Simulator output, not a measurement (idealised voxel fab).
The process module presented herein is designated voxel transistor to metal.
Pictured: cross-section cut, 300 nm wide, on a grid of 5 nm square cells.
The cross-sections in this document take the form of a grid made of square cells. They are written out as bands, in order from top to bottom. Each band consists of one or more rows of cells. This entry defines a band. It first specifies the height of the band's top and the height of its bottom in nm, and then specifies the band's materials from left to right, stating each material with its width in nm. The word "everywhere" identifies a single material that fills the band from edge to edge, while the word "air" identifies empty space. The level at which height equals 0 is the one under which the wafer, as it arrives, is entirely one material. No lower edge exists for the bottom band, which continues downward and is notated as in "0 nm and below". Width "30..40": first value at the band's top row of cells, second value at its bottom row, equal change from row to row. Step note "same as before" = no cross-section cell changed. Internal closed voids: empty space of 8 cells or more with no open way to the top, each as width x height at its distance from the left edge, in nm. That trailing text on a step's line, after the settings, is the simulator's own remark on the step. overlay nm: on a step with a mask, how far right of its planned place the mask lay; negative means left. For the reader: what remains of this document is a series of pairs, each showing a cross-section before one process step and a cross-section after that step which reaches down only to the lowest band that changed, with the step between them and its settings set out under the pair. It should not be assumed that a pair continues from the pair above it; the pairs can come from different runs of this module on the same starting wafer, and such continuity exists only where the entry headed "Incoming structure" says so.

Incoming structure
* 50 nm to 40 nm | Ru everywhere
* 40 nm to 35 nm | 45 TiN | 10 Ru | 65 TiN | 10 Ru | 40 TiN | 10 Ru | 65 TiN | 10 Ru | 45 TiN
* 35 nm to 25 nm | 40 SiO2 | 5 TiN | 10 Ru | 5 TiN | 55 SiO2 | 5 TiN | 10 Ru | 5 TiN | 30 SiO2 | 5 TiN | 10 Ru | 5 TiN | 55 SiO2 | 5 TiN | 10 Ru | 5 TiN | 40 SiO2
* 25 nm to 20 nm | 40 SiO2 | 5 TiN | 10 Ru | 5 TiN | 10 SiO2 | 5 SiN | 5 HfO2 | 5 TiN | 5 W | 5 TiN | 5 HfO2 | 5 SiN | 10 SiO2 | 5 TiN | 10 Ru | 5 TiN | 30 SiO2 | 5 TiN | 10 Ru | 5 TiN | 10 SiO2 | 5 SiN | 5 HfO2 | 5 TiN | 5 W | 5 TiN | 5 HfO2 | 5 SiN | 10 SiO2 | 5 TiN | 10 Ru | 5 TiN | 40 SiO2
* 20 nm to 15 nm | 40 SiO2 | 20 TiN | 10 SiO2 | 5 SiN | 5 HfO2 | 5 TiN | 5 W | 5 TiN | 5 HfO2 | 5 SiN | 10 SiO2 | 20 TiN | 30 SiO2 | 20 TiN | 10 SiO2 | 5 SiN | 5 HfO2 | 5 TiN | 5 W | 5 TiN | 5 HfO2 | 5 SiN | 10 SiO2 | 20 TiN | 40 SiO2
* 15 nm to 5 nm | 40 SiO2 | 10 TiN | 20 pSi | 5 SiN | 5 HfO2 | 5 TiN | 5 W | 5 TiN | 5 HfO2 | 5 SiN | 20 pSi | 10 TiN | 30 SiO2 | 10 TiN | 20 pSi | 5 SiN | 5 HfO2 | 5 TiN | 5 W | 5 TiN | 5 HfO2 | 5 SiN | 20 pSi | 10 TiN | 40 SiO2
* 5 nm to 0 nm | 30 SiO2 | 5 SiN | 5 SiO2 | 10 TiN | 20 pSi | 5 SiN | 5 HfO2 | 15 TiN | 5 HfO2 | 5 SiN | 20 pSi | 10 TiN | 5 SiO2 | 5 SiN | 10 SiO2 | 5 SiN | 5 SiO2 | 10 TiN | 20 pSi | 5 SiN | 5 HfO2 | 15 TiN | 5 HfO2 | 5 SiN | 20 pSi | 10 TiN | 5 SiO2 | 5 SiN | 30 SiO2
* 0 nm to -5 nm | 35 SiO2 | 35 pSi | 35 HfO2 | 35 pSi | 20 SiO2 | 35 pSi | 35 HfO2 | 35 pSi | 35 SiO2
* -5 nm to -20 nm | 40 SiO2 | 30 pSi | 35 Si | 30 pSi | 30 SiO2 | 30 pSi | 35 Si | 30 pSi | 40 SiO2
* -20 nm to -35 nm | 40 SiO2 | 95 Si | 30 SiO2 | 95 Si | 40 SiO2
* -35 nm and below | Si everywhere
* Internal closed voids: none

after
* 35 nm to 25 nm | 40 SiO2 | 5 TiN | 10 Ru | 5 TiN | 55 SiO2 | 5 TiN | 10 Ru | 5 TiN | 30 SiO2 | 5 TiN | 10 Ru | 5 TiN | 55 SiO2 | 5 TiN | 10 Ru | 5 TiN | 40 SiO2
* No changes below 25.
* Internal closed voids: none
Process step (between the before and after cross-sections above): CMP with height nm 35

Incoming structure: The initial state for this step is given by the after cross-section of the immediately preceding pair.

after
* 40 nm to 35 nm | TiN everywhere
* No changes below 35.
* Internal closed voids: none
Process step (between the before and after cross-sections above): DIRECTIONAL_DEP with material TiN, thk nm 5

Incoming structure: The initial state for this step is given by the after cross-section of the immediately preceding pair.

after
* 55 nm to 40 nm | Ru everywhere
* No changes below 40.
* Internal closed voids: none
Process step (between the before and after cross-sections above): DIRECTIONAL_DEP with material Ru, thk nm 15

Incoming structure: The initial state for this step is given by the after cross-section of the immediately preceding pair.

after
* 55 nm to 40 nm | 40 air | 20 Ru | 55 air | 20 Ru | 30 air | 20 Ru | 55 air | 20 Ru | 40 air
* No changes below 40.
* Internal closed voids: none
Process step (between the before and after cross-sections above): MASKED_ETCH with tone cover, mask id METAL_1, width nm 20, etch materials Ru, depth nm 15, overlay nm 0

Incoming structure: The initial state for this step is given by the after cross-section of the immediately preceding pair.

after
* 55 nm to 40 nm | 40 air | 20 Ru | 55 air | 20 Ru | 30 air | 20 Ru | 55 air | 20 Ru | 40 air
* 40 nm to 35 nm | 40 air | 20 TiN | 55 air | 20 TiN | 30 air | 20 TiN | 55 air | 20 TiN | 40 air
* No changes below 35.
* Internal closed voids: none
Process step (between the before and after cross-sections above): MASKED_ETCH with tone cover, mask id METAL_1, width nm 20, etch materials TiN, depth nm 5, overlay nm 0

Incoming structure: The initial state for this step is given by the after cross-section of the immediately preceding pair.

after
* 60 nm to 55 nm | 35 air | 30 SiN | 45 air | 30 SiN | 20 air | 30 SiN | 45 air | 30 SiN | 35 air
* 55 nm to 40 nm | 35 air | 5 SiN | 20 Ru | 5 SiN | 45 air | 5 SiN | 20 Ru | 5 SiN | 20 air | 5 SiN | 20 Ru | 5 SiN | 45 air | 5 SiN | 20 Ru | 5 SiN | 35 air
* 40 nm to 35 nm | 40 SiN | 20 TiN | 55 SiN | 20 TiN | 30 SiN | 20 TiN | 55 SiN | 20 TiN | 40 SiN
* No changes below 35.
* Internal closed voids: none
Process step (between the before and after cross-sections above): CONFORMAL_DEP with material SiN, thk nm 5

Incoming structure: The initial state for this step is given by the after cross-section of the immediately preceding pair.

after
* 70 nm to 60 nm | SiO2 everywhere
* 60 nm to 55 nm | 35 SiO2 | 30 SiN | 45 SiO2 | 30 SiN | 20 SiO2 | 30 SiN | 45 SiO2 | 30 SiN | 35 SiO2
* 55 nm to 40 nm | 35 SiO2 | 5 SiN | 20 Ru | 5 SiN | 45 SiO2 | 5 SiN | 20 Ru | 5 SiN | 20 SiO2 | 5 SiN | 20 Ru | 5 SiN | 45 SiO2 | 5 SiN | 20 Ru | 5 SiN | 35 SiO2
* No changes below 40.
* Internal closed voids: none
Process step (between the before and after cross-sections above): FILL_DEP with material SiO2, thk nm 10

Incoming structure: The initial state for this step is given by the after cross-section of the immediately preceding pair.

after
* 55 nm to 40 nm | 35 SiO2 | 5 SiN | 20 Ru | 5 SiN | 45 SiO2 | 5 SiN | 20 Ru | 5 SiN | 20 SiO2 | 5 SiN | 20 Ru | 5 SiN | 45 SiO2 | 5 SiN | 20 Ru | 5 SiN | 35 SiO2
* No changes below 40.
* Internal closed voids: none
Process step (between the before and after cross-sections above): CMP with height nm 55

Incoming structure: The initial state for this step is given by the after cross-section of the immediately preceding pair.

after
* 60 nm to 55 nm | SiCN everywhere
* No changes below 55.
* Internal closed voids: none
Process step (between the before and after cross-sections above): CONFORMAL_DEP with material SiCN, thk nm 5

Incoming structure: The initial state for this step is given by the after cross-section of the immediately preceding pair.

after
* 90 nm to 60 nm | lowk everywhere
* No changes below 60.
* Internal closed voids: none
Process step (between the before and after cross-sections above): DIRECTIONAL_DEP with material lowk, thk nm 30

Incoming structure: The initial state for this step is given by the after cross-section of the immediately preceding pair.

after
* 100 nm to 90 nm | aC everywhere
* No changes below 90.
* Internal closed voids: none
Process step (between the before and after cross-sections above): DIRECTIONAL_DEP with material aC, thk nm 10

Incoming structure: The initial state for this step is given by the after cross-section of the immediately preceding pair.

after
* 130 nm to 100 nm | 40 resist | 15 air | 110 resist | 15 air | 120 resist
* No changes below 100.
* Internal closed voids: none
Process step (between the before and after cross-sections above): PATTERN with tone open, mask id METAL_2_HOLES, material resist, width nm 15, pitch nm 125, thk nm 30, overlay nm 0

Incoming structure: The initial state for this step is given by the after cross-section of the immediately preceding pair.

after
* 120 nm to 100 nm | 40 resist | 15 air | 110 resist | 15 air | 120 resist
* 100 nm to 90 nm | 40 aC | 15 air | 110 aC | 15 air | 120 aC
* No changes below 90.
* Internal closed voids: none
Process step (between the before and after cross-sections above): DIRECTIONAL_ETCH with etch materials aC, depth nm 10

Incoming structure: The initial state for this step is given by the after cross-section of the immediately preceding pair.

after
* 100 nm to 90 nm | 40 aC | 15 air | 110 aC | 15 air | 120 aC
* No changes below 90.
* Internal closed voids: none
Process step (between the before and after cross-sections above): STRIP with etch materials resist

Incoming structure: The initial state for this step is given by the after cross-section of the immediately preceding pair.

after
* 100 nm to 90 nm | 40 aC | 15 air | 110 aC | 15 air | 120 aC
* 90 nm to 60 nm | 40 lowk | 15 air | 110 lowk | 15 air | 120 lowk
* No changes below 60.
* Internal closed voids: none
Process step (between the before and after cross-sections above): DIRECTIONAL_ETCH with etch materials lowk, depth nm 30

Incoming structure: The initial state for this step is given by the after cross-section of the immediately preceding pair.

after
* 90 nm to 60 nm | 40 lowk | 15 air | 110 lowk | 15 air | 120 lowk
* No changes below 60.
* Internal closed voids: none
Process step (between the before and after cross-sections above): STRIP with etch materials aC

Incoming structure: The initial state for this step is given by the after cross-section of the immediately preceding pair.

after
* 110 nm to 90 nm | 40 resist | 20 air | 105 resist | 20 air | 115 resist
* No changes below 90.
* Internal closed voids: none
Process step (between the before and after cross-sections above): PATTERN with tone open, mask id METAL_2, material resist, width nm 20, pitch nm 125, thk nm 20, overlay nm 0

Incoming structure: The initial state for this step is given by the after cross-section of the immediately preceding pair.

after
* 110 nm to 90 nm | 40 resist | 20 air | 105 resist | 20 air | 115 resist
* 90 nm to 75 nm | 40 lowk | 20 air | 105 lowk | 20 air | 115 lowk
* No changes below 75.
* Internal closed voids: none
Process step (between the before and after cross-sections above): DIRECTIONAL_ETCH with etch materials lowk, depth nm 15

Incoming structure: The initial state for this step is given by the after cross-section of the immediately preceding pair.

after
* 110 nm to 90 nm | 40 resist | 20 air | 105 resist | 20 air | 115 resist
* 90 nm to 75 nm | 40 lowk | 20 air | 105 lowk | 20 air | 115 lowk
* 75 nm to 60 nm | 40 lowk | 15 air | 110 lowk | 15 air | 120 lowk
* 60 nm to 55 nm | 40 SiCN | 15 air | 110 SiCN | 15 air | 120 SiCN
* No changes below 55.
* Internal closed voids: none
Process step (between the before and after cross-sections above): DIRECTIONAL_ETCH with etch materials SiCN, depth nm 5

Incoming structure: The initial state for this step is given by the after cross-section of the immediately preceding pair.

after
* 90 nm to 75 nm | 40 lowk | 20 air | 105 lowk | 20 air | 115 lowk
* No changes below 75.
* Internal closed voids: none
Process step (between the before and after cross-sections above): STRIP with etch materials resist

Incoming structure: The initial state for this step is given by the after cross-section of the immediately preceding pair.

after
* 95 nm to 90 nm | 45 TiN | 10 air | 115 TiN | 10 air | 120 TiN
* 90 nm to 80 nm | 40 lowk | 5 TiN | 10 air | 5 TiN | 105 lowk | 5 TiN | 10 air | 5 TiN | 115 lowk
* 80 nm to 75 nm | 40 lowk | 5 TiN | 5 air | 10 TiN | 105 lowk | 5 TiN | 5 air | 10 TiN | 115 lowk
* 75 nm to 60 nm | 40 lowk | 5 TiN | 5 air | 5 TiN | 110 lowk | 5 TiN | 5 air | 5 TiN | 120 lowk
* 60 nm to 55 nm | 40 SiCN | 15 TiN | 110 SiCN | 15 TiN | 120 SiCN
* No changes below 55.
* Internal closed voids: none
Process step (between the before and after cross-sections above): CONFORMAL_DEP with material TiN, thk nm 5

Incoming structure: The initial state for this step is given by the after cross-section of the immediately preceding pair.

after
* 105 nm to 95 nm | Cu everywhere
* 95 nm to 90 nm | 45 TiN | 10 Cu | 115 TiN | 10 Cu | 120 TiN
* 90 nm to 80 nm | 40 lowk | 5 TiN | 10 Cu | 5 TiN | 105 lowk | 5 TiN | 10 Cu | 5 TiN | 115 lowk
* 80 nm to 75 nm | 40 lowk | 5 TiN | 5 Cu | 10 TiN | 105 lowk | 5 TiN | 5 Cu | 10 TiN | 115 lowk
* 75 nm to 60 nm | 40 lowk | 5 TiN | 5 Cu | 5 TiN | 110 lowk | 5 TiN | 5 Cu | 5 TiN | 120 lowk
* No changes below 60.
* Internal closed voids: none
Process step (between the before and after cross-sections above): FILL_DEP with material Cu, thk nm 10

Incoming structure: The initial state for this step is given by the after cross-section of the immediately preceding pair.

after
* 90 nm to 80 nm | 40 lowk | 5 TiN | 10 Cu | 5 TiN | 105 lowk | 5 TiN | 10 Cu | 5 TiN | 115 lowk
* No changes below 80.
* Internal closed voids: none
Process step (between the before and after cross-sections above): CMP with height nm 90

Incoming structure: The initial state for this step is given by the after cross-section of the immediately preceding pair.

after
* 95 nm to 90 nm | SiCN everywhere
* No changes below 90.
* Internal closed voids: none
Process step (between the before and after cross-sections above): CONFORMAL_DEP with material SiCN, thk nm 5

Incoming structure
* 70 nm to 60 nm | SiO2 everywhere
* 60 nm to 55 nm | 35 SiO2 | 30 SiN | 45 SiO2 | 30 SiN | 20 SiO2 | 30 SiN | 45 SiO2 | 30 SiN | 35 SiO2
* 55 nm to 40 nm | 35 SiO2 | 5 SiN | 20 Ru | 5 SiN | 45 SiO2 | 5 SiN | 20 Ru | 5 SiN | 20 SiO2 | 5 SiN | 20 Ru | 5 SiN | 45 SiO2 | 5 SiN | 20 Ru | 5 SiN | 35 SiO2
* 40 nm to 35 nm | 40 SiN | 20 TiN | 55 SiN | 20 TiN | 30 SiN | 20 TiN | 55 SiN | 20 TiN | 40 SiN
* 35 nm to 25 nm | 40 SiO2 | 5 TiN | 10 Ru | 5 TiN | 55 SiO2 | 5 TiN | 10 Ru | 5 TiN | 30 SiO2 | 5 TiN | 10 Ru | 5 TiN | 55 SiO2 | 5 TiN | 10 Ru | 5 TiN | 40 SiO2
* 25 nm to 20 nm | 40 SiO2 | 5 TiN | 10 Ru | 5 TiN | 10 SiO2 | 5 SiN | 5 HfO2 | 5 TiN | 5 W | 5 TiN | 5 HfO2 | 5 SiN | 10 SiO2 | 5 TiN | 10 Ru | 5 TiN | 30 SiO2 | 5 TiN | 10 Ru | 5 TiN | 10 SiO2 | 5 SiN | 5 HfO2 | 5 TiN | 5 W | 5 TiN | 5 HfO2 | 5 SiN | 10 SiO2 | 5 TiN | 10 Ru | 5 TiN | 40 SiO2
* 20 nm to 15 nm | 40 SiO2 | 20 TiN | 10 SiO2 | 5 SiN | 5 HfO2 | 5 TiN | 5 W | 5 TiN | 5 HfO2 | 5 SiN | 10 SiO2 | 20 TiN | 30 SiO2 | 20 TiN | 10 SiO2 | 5 SiN | 5 HfO2 | 5 TiN | 5 W | 5 TiN | 5 HfO2 | 5 SiN | 10 SiO2 | 20 TiN | 40 SiO2
* 15 nm to 5 nm | 40 SiO2 | 10 TiN | 20 pSi | 5 SiN | 5 HfO2 | 5 TiN | 5 W | 5 TiN | 5 HfO2 | 5 SiN | 20 pSi | 10 TiN | 30 SiO2 | 10 TiN | 20 pSi | 5 SiN | 5 HfO2 | 5 TiN | 5 W | 5 TiN | 5 HfO2 | 5 SiN | 20 pSi | 10 TiN | 40 SiO2
* 5 nm to 0 nm | 30 SiO2 | 5 SiN | 5 SiO2 | 10 TiN | 20 pSi | 5 SiN | 5 HfO2 | 15 TiN | 5 HfO2 | 5 SiN | 20 pSi | 10 TiN | 5 SiO2 | 5 SiN | 10 SiO2 | 5 SiN | 5 SiO2 | 10 TiN | 20 pSi | 5 SiN | 5 HfO2 | 15 TiN | 5 HfO2 | 5 SiN | 20 pSi | 10 TiN | 5 SiO2 | 5 SiN | 30 SiO2
* 0 nm to -5 nm | 35 SiO2 | 35 pSi | 35 HfO2 | 35 pSi | 20 SiO2 | 35 pSi | 35 HfO2 | 35 pSi | 35 SiO2
* -5 nm to -20 nm | 40 SiO2 | 30 pSi | 35 Si | 30 pSi | 30 SiO2 | 30 pSi | 35 Si | 30 pSi | 40 SiO2
* -20 nm to -35 nm | 40 SiO2 | 95 Si | 30 SiO2 | 95 Si | 40 SiO2
* -35 nm and below | Si everywhere
* Internal closed voids: none

after
* 75 nm to 70 nm | SiCN everywhere
* No changes below 70.
* Internal closed voids: none
Process step (between the before and after cross-sections above): CONFORMAL_DEP with material SiCN, thk nm 5

Incoming structure: The initial state for this step is given by the after cross-section of the immediately preceding pair.

after
* 105 nm to 75 nm | lowk everywhere
* No changes below 75.
* Internal closed voids: none
Process step (between the before and after cross-sections above): DIRECTIONAL_DEP with material lowk, thk nm 30

Incoming structure: The initial state for this step is given by the after cross-section of the immediately preceding pair.

after
* 115 nm to 105 nm | aC everywhere
* No changes below 105.
* Internal closed voids: none
Process step (between the before and after cross-sections above): DIRECTIONAL_DEP with material aC, thk nm 10

Incoming structure: The initial state for this step is given by the after cross-section of the immediately preceding pair.

after
* 145 nm to 115 nm | 40 resist | 15 air | 110 resist | 15 air | 120 resist
* No changes below 115.
* Internal closed voids: none
Process step (between the before and after cross-sections above): PATTERN with tone open, mask id METAL_2_HOLES, material resist, width nm 15, pitch nm 125, thk nm 30, overlay nm 0

Incoming structure: The initial state for this step is given by the after cross-section of the immediately preceding pair.

after
* 135 nm to 115 nm | 40 resist | 15 air | 110 resist | 15 air | 120 resist
* 115 nm to 105 nm | 40 aC | 15 air | 110 aC | 15 air | 120 aC
* No changes below 105.
* Internal closed voids: none
Process step (between the before and after cross-sections above): DIRECTIONAL_ETCH with etch materials aC, depth nm 10

Incoming structure: The initial state for this step is given by the after cross-section of the immediately preceding pair.

after
* 115 nm to 105 nm | 40 aC | 15 air | 110 aC | 15 air | 120 aC
* No changes below 105.
* Internal closed voids: none
Process step (between the before and after cross-sections above): STRIP with etch materials resist

Incoming structure: The initial state for this step is given by the after cross-section of the immediately preceding pair.

after
* 115 nm to 105 nm | 40 aC | 15 air | 110 aC | 15 air | 120 aC
* 105 nm to 75 nm | 40 lowk | 15 air | 110 lowk | 15 air | 120 lowk
* No changes below 75.
* Internal closed voids: none
Process step (between the before and after cross-sections above): DIRECTIONAL_ETCH with etch materials lowk, depth nm 30

Incoming structure: The initial state for this step is given by the after cross-section of the immediately preceding pair.

after
* 105 nm to 75 nm | 40 lowk | 15 air | 110 lowk | 15 air | 120 lowk
* No changes below 75.
* Internal closed voids: none
Process step (between the before and after cross-sections above): STRIP with etch materials aC

Incoming structure: The initial state for this step is given by the after cross-section of the immediately preceding pair.

after
* 125 nm to 105 nm | 40 resist | 20 air | 105 resist | 20 air | 115 resist
* No changes below 105.
* Internal closed voids: none
Process step (between the before and after cross-sections above): PATTERN with tone open, mask id METAL_2, material resist, width nm 20, pitch nm 125, thk nm 20, overlay nm 0

Incoming structure: The initial state for this step is given by the after cross-section of the immediately preceding pair.

after
* 125 nm to 105 nm | 40 resist | 20 air | 105 resist | 20 air | 115 resist
* 105 nm to 90 nm | 40 lowk | 20 air | 105 lowk | 20 air | 115 lowk
* No changes below 90.
* Internal closed voids: none
Process step (between the before and after cross-sections above): DIRECTIONAL_ETCH with etch materials lowk, depth nm 15

Incoming structure: The initial state for this step is given by the after cross-section of the immediately preceding pair.

after
* 125 nm to 105 nm | 40 resist | 20 air | 105 resist | 20 air | 115 resist
* 105 nm to 90 nm | 40 lowk | 20 air | 105 lowk | 20 air | 115 lowk
* 90 nm to 75 nm | 40 lowk | 15 air | 110 lowk | 15 air | 120 lowk
* 75 nm to 70 nm | 40 SiCN | 15 air | 110 SiCN | 15 air | 120 SiCN
* No changes below 70.
* Internal closed voids: none
Process step (between the before and after cross-sections above): DIRECTIONAL_ETCH with etch materials SiCN, depth nm 5

Incoming structure: The initial state for this step is given by the after cross-section of the immediately preceding pair.

after
* 105 nm to 90 nm | 40 lowk | 20 air | 105 lowk | 20 air | 115 lowk
* No changes below 90.
* Internal closed voids: none
Process step (between the before and after cross-sections above): STRIP with etch materials resist

Incoming structure: The initial state for this step is given by the after cross-section of the immediately preceding pair.

after
* 110 nm to 105 nm | 45 TiN | 10 air | 115 TiN | 10 air | 120 TiN
* 105 nm to 95 nm | 40 lowk | 5 TiN | 10 air | 5 TiN | 105 lowk | 5 TiN | 10 air | 5 TiN | 115 lowk
* 95 nm to 90 nm | 40 lowk | 5 TiN | 5 air | 10 TiN | 105 lowk | 5 TiN | 5 air | 10 TiN | 115 lowk
* 90 nm to 75 nm | 40 lowk | 5 TiN | 5 air | 5 TiN | 110 lowk | 5 TiN | 5 air | 5 TiN | 120 lowk
* 75 nm to 70 nm | 40 SiCN | 15 TiN | 110 SiCN | 15 TiN | 120 SiCN
* No changes below 70.
* Internal closed voids: none
Process step (between the before and after cross-sections above): CONFORMAL_DEP with material TiN, thk nm 5

Incoming structure: The initial state for this step is given by the after cross-section of the immediately preceding pair.

after
* 120 nm to 110 nm | Cu everywhere
* 110 nm to 105 nm | 45 TiN | 10 Cu | 115 TiN | 10 Cu | 120 TiN
* 105 nm to 95 nm | 40 lowk | 5 TiN | 10 Cu | 5 TiN | 105 lowk | 5 TiN | 10 Cu | 5 TiN | 115 lowk
* 95 nm to 90 nm | 40 lowk | 5 TiN | 5 Cu | 10 TiN | 105 lowk | 5 TiN | 5 Cu | 10 TiN | 115 lowk
* 90 nm to 75 nm | 40 lowk | 5 TiN | 5 Cu | 5 TiN | 110 lowk | 5 TiN | 5 Cu | 5 TiN | 120 lowk
* No changes below 75.
* Internal closed voids: none
Process step (between the before and after cross-sections above): FILL_DEP with material Cu, thk nm 10

Incoming structure: The initial state for this step is given by the after cross-section of the immediately preceding pair.

after
* 90 nm to 75 nm | 40 lowk | 5 TiN | 5 Cu | 5 TiN | 110 lowk | 5 TiN | 5 Cu | 5 TiN | 120 lowk
* No changes below 75.
* Internal closed voids: none
Process step (between the before and after cross-sections above): CMP with height nm 90

Incoming structure: The initial state for this step is given by the after cross-section of the immediately preceding pair.

after
* 95 nm to 90 nm | SiCN everywhere
* No changes below 90.
* Internal closed voids: none
Process step (between the before and after cross-sections above): CONFORMAL_DEP with material SiCN, thk nm 5

Incoming structure
* 45 nm to 30 nm | 70 air | 5 SiN | 25 SiCN | 5 SiN | 90 air | 5 SiN | 25 SiCN | 5 SiN | 70 air
* 30 nm to 15 nm | 70 air | 5 SiN | 25 polySi | 5 SiN | 90 air | 5 SiN | 25 polySi | 5 SiN | 70 air
* 15 nm to 5 nm | 50 air | 20 pSi | 5 SiN | 25 polySi | 5 SiN | 20 pSi | 50 air | 20 pSi | 5 SiN | 25 polySi | 5 SiN | 20 pSi | 50 air
* 5 nm to 0 nm | 30 air | 5 SiN | 15 air | 20 pSi | 5 SiN | 25 polySi | 5 SiN | 20 pSi | 15 air | 5 SiN | 10 air | 5 SiN | 15 air | 20 pSi | 5 SiN | 25 polySi | 5 SiN | 20 pSi | 15 air | 5 SiN | 30 air
* 0 nm to -5 nm | 35 SiO2 | 35 pSi | 35 SiO2 | 35 pSi | 20 SiO2 | 35 pSi | 35 SiO2 | 35 pSi | 35 SiO2
* -5 nm to -20 nm | 40 SiO2 | 30 pSi | 35 Si | 30 pSi | 30 SiO2 | 30 pSi | 35 Si | 30 pSi | 40 SiO2
* -20 nm to -35 nm | 40 SiO2 | 95 Si | 30 SiO2 | 95 Si | 40 SiO2
* -35 nm and below | Si everywhere
* Internal closed voids: none

after
* 45 nm to 35 nm | 70 air | 5 SiN | 25 SiCN | 5 SiN | 90 air | 5 SiN | 25 SiCN | 5 SiN | 70 air
* 35 nm to 30 nm | 30 air | 40 pSi | 5 SiN | 25 SiCN | 5 SiN | 40 pSi | 10 air | 40 pSi | 5 SiN | 25 SiCN | 5 SiN | 40 pSi | 30 air
* 30 nm to 20 nm | 30 air | 40 pSi | 5 SiN | 25 polySi | 5 SiN | 40 pSi | 10 air | 40 pSi | 5 SiN | 25 polySi | 5 SiN | 40 pSi | 30 air
* 20 nm to 5 nm | 20 air | 50 pSi | 5 SiN | 25 polySi | 5 SiN | 90 pSi | 5 SiN | 25 polySi | 5 SiN | 50 pSi | 20 air
* 5 nm to 0 nm | 20 air | 10 pSi | 5 SiN | 35 pSi | 5 SiN | 25 polySi | 5 SiN | 35 pSi | 5 SiN | 10 pSi | 5 SiN | 35 pSi | 5 SiN | 25 polySi | 5 SiN | 35 pSi | 5 SiN | 10 pSi | 20 air
* No changes below 0.
* Internal closed voids: none
Process step (between the before and after cross-sections above): EPI with material pSi, thk nm 20

Incoming structure: The initial state for this step is given by the after cross-section of the immediately preceding pair.

after
* 50 nm to 45 nm | SiO2 everywhere
* 45 nm to 35 nm | 70 SiO2 | 5 SiN | 25 SiCN | 5 SiN | 90 SiO2 | 5 SiN | 25 SiCN | 5 SiN | 70 SiO2
* 35 nm to 30 nm | 30 SiO2 | 40 pSi | 5 SiN | 25 SiCN | 5 SiN | 40 pSi | 10 SiO2 | 40 pSi | 5 SiN | 25 SiCN | 5 SiN | 40 pSi | 30 SiO2
* 30 nm to 20 nm | 30 SiO2 | 40 pSi | 5 SiN | 25 polySi | 5 SiN | 40 pSi | 10 SiO2 | 40 pSi | 5 SiN | 25 polySi | 5 SiN | 40 pSi | 30 SiO2
* 20 nm to 5 nm | 20 SiO2 | 50 pSi | 5 SiN | 25 polySi | 5 SiN | 90 pSi | 5 SiN | 25 polySi | 5 SiN | 50 pSi | 20 SiO2
* 5 nm to 0 nm | 20 SiO2 | 10 pSi | 5 SiN | 35 pSi | 5 SiN | 25 polySi | 5 SiN | 35 pSi | 5 SiN | 10 pSi | 5 SiN | 35 pSi | 5 SiN | 25 polySi | 5 SiN | 35 pSi | 5 SiN | 10 pSi | 20 SiO2
* No changes below 0.
* Internal closed voids: none
Process step (between the before and after cross-sections above): FILL_DEP with material SiO2, thk nm 5

Incoming structure: The initial state for this step is given by the after cross-section of the immediately preceding pair.

after
* 30 nm to 20 nm | 30 SiO2 | 40 pSi | 5 SiN | 25 polySi | 5 SiN | 40 pSi | 10 SiO2 | 40 pSi | 5 SiN | 25 polySi | 5 SiN | 40 pSi | 30 SiO2
* No changes below 20.
* Internal closed voids: none
Process step (between the before and after cross-sections above): CMP with height nm 30

Incoming structure: The initial state for this step is given by the after cross-section of the immediately preceding pair.

after
* 30 nm to 20 nm | 30 SiO2 | 40 pSi | 5 SiN | 25 air | 5 SiN | 40 pSi | 10 SiO2 | 40 pSi | 5 SiN | 25 air | 5 SiN | 40 pSi | 30 SiO2
* 20 nm to 5 nm | 20 SiO2 | 50 pSi | 5 SiN | 25 air | 5 SiN | 90 pSi | 5 SiN | 25 air | 5 SiN | 50 pSi | 20 SiO2
* 5 nm to 0 nm | 20 SiO2 | 10 pSi | 5 SiN | 35 pSi | 5 SiN | 25 air | 5 SiN | 35 pSi | 5 SiN | 10 pSi | 5 SiN | 35 pSi | 5 SiN | 25 air | 5 SiN | 35 pSi | 5 SiN | 10 pSi | 20 SiO2
* No changes below 0.
* Internal closed voids: none
Process step (between the before and after cross-sections above): STRIP with etch materials polySi

Incoming structure: The initial state for this step is given by the after cross-section of the immediately preceding pair.

after
* 30 nm to 25 nm | 30 air | 40 pSi | 5 SiN | 25 air | 5 SiN | 40 pSi | 10 air | 40 pSi | 5 SiN | 25 air | 5 SiN | 40 pSi | 30 air
* 25 nm to 20 nm | 30 SiO2 | 40 pSi | 5 SiN | 25 air | 5 SiN | 40 pSi | 10 SiO2 | 40 pSi | 5 SiN | 25 air | 5 SiN | 40 pSi | 30 SiO2
* 20 nm to 5 nm | 20 SiO2 | 50 pSi | 5 SiN | 25 air | 5 SiN | 90 pSi | 5 SiN | 25 air | 5 SiN | 50 pSi | 20 SiO2
* 5 nm to 0 nm | 20 SiO2 | 10 pSi | 5 SiN | 35 pSi | 5 SiN | 25 air | 5 SiN | 35 pSi | 5 SiN | 10 pSi | 5 SiN | 35 pSi | 5 SiN | 25 air | 5 SiN | 35 pSi | 5 SiN | 10 pSi | 20 SiO2
* 0 nm to -5 nm | 35 SiO2 | 35 pSi | 35 air | 35 pSi | 20 SiO2 | 35 pSi | 35 air | 35 pSi | 35 SiO2
* No changes below -5.
* Internal closed voids: none
Process step (between the before and after cross-sections above): SELECTIVE_ETCH with etch materials SiO2, depth nm 5
